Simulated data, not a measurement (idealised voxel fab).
You're looking at the process module voxel released beams.
Displayed cross-section: cut, width of 275 nm, square cells sized 5 nm.
Cross-section = grid of square cells, listed top down in bands; band = one or more rows. Within each band entry, the heights of the top and of the bottom of the band appear first, in that order and in nm; the materials of the band then follow from left to right, each with its corresponding width in nm. The designation "all across" on a single material indicates that it fills the band from edge to edge; the designation "empty" indicates empty space. Height is counted from the level 0, under which the received wafer is composed throughout of one material. The lowest of the bands is not closed at the bottom but continues downward, in the notation "0 -> down". When a width is written as two numbers, as in "30 to 40", the first number is the width in the top row of cells of the band and the second is the width in its bottom row, and the width changes by the same amount from each row to the next. Key: "remains unaltered" - step with no changed cell in the cross-section. You'll see "Voids, enclosed" listing empty spaces that have no way open to the top, as long as they're 8 cells or more; the notation is width x height at distance, where the distance is from the left edge, and all of it is in nm. Anything after a step's settings on that line? It's the simulator's own note about the step. If you see "overlay nm" on a step's line and that step has a mask, it's telling you how far right of where it was planned the mask ended up; a negative number means it went left instead.

**The following list gives the planned process steps**
1. RECEIVE, material Si
2. CONFORMAL_DEP, material SiN, thk nm 5
3. DIRECTIONAL_DEP, material SiO2, thk nm 20
4. MASKED_ETCH, tone open, mask id ANCHOR, width nm 35, etch materials SiO2, depth nm 20, overlay nm 0
5. CONFORMAL_DEP, material TiN, thk nm 10
6. MASKED_ETCH, tone cover, mask id BEAM, width nm 85, etch materials TiN, depth nm 10, overlay nm 0
7. STRIP, etch materials SiO2

**Cross-section of the incoming wafer, state after step 1**
  0 -> down  Si all across
  Voids, enclosed: none

**Looking at the first of two wafers in cross-section at end of module - ran to plan**
  35 -> 25  empty 90 nm; TiN 15 nm; empty 15 nm; TiN 55 nm; empty 100 nm
  25 -> 15  empty 95 nm; TiN 10 nm; empty 15 nm; TiN 10 nm; empty 145 nm
  15 -> 5  empty 95 nm; TiN 35 nm; empty 145 nm
  5 -> 0  SiN all across
  0 -> down  Si all across
  Voids, enclosed: none

**Same start, same plan as the first wafer - but one mistake in the run. Cross-section of the second of the two at the end of the module**
  15 -> 5  empty 90 nm; TiN 85 nm; empty 100 nm
  5 -> 0  SiN all across
  0 -> down  Si all across
  Voids, enclosed: none
what went wrong: no execution of plan step 3; skipped
The second wafer ends with more or fewer cells of some materials than the first, per final count: TiN: 16 fewer
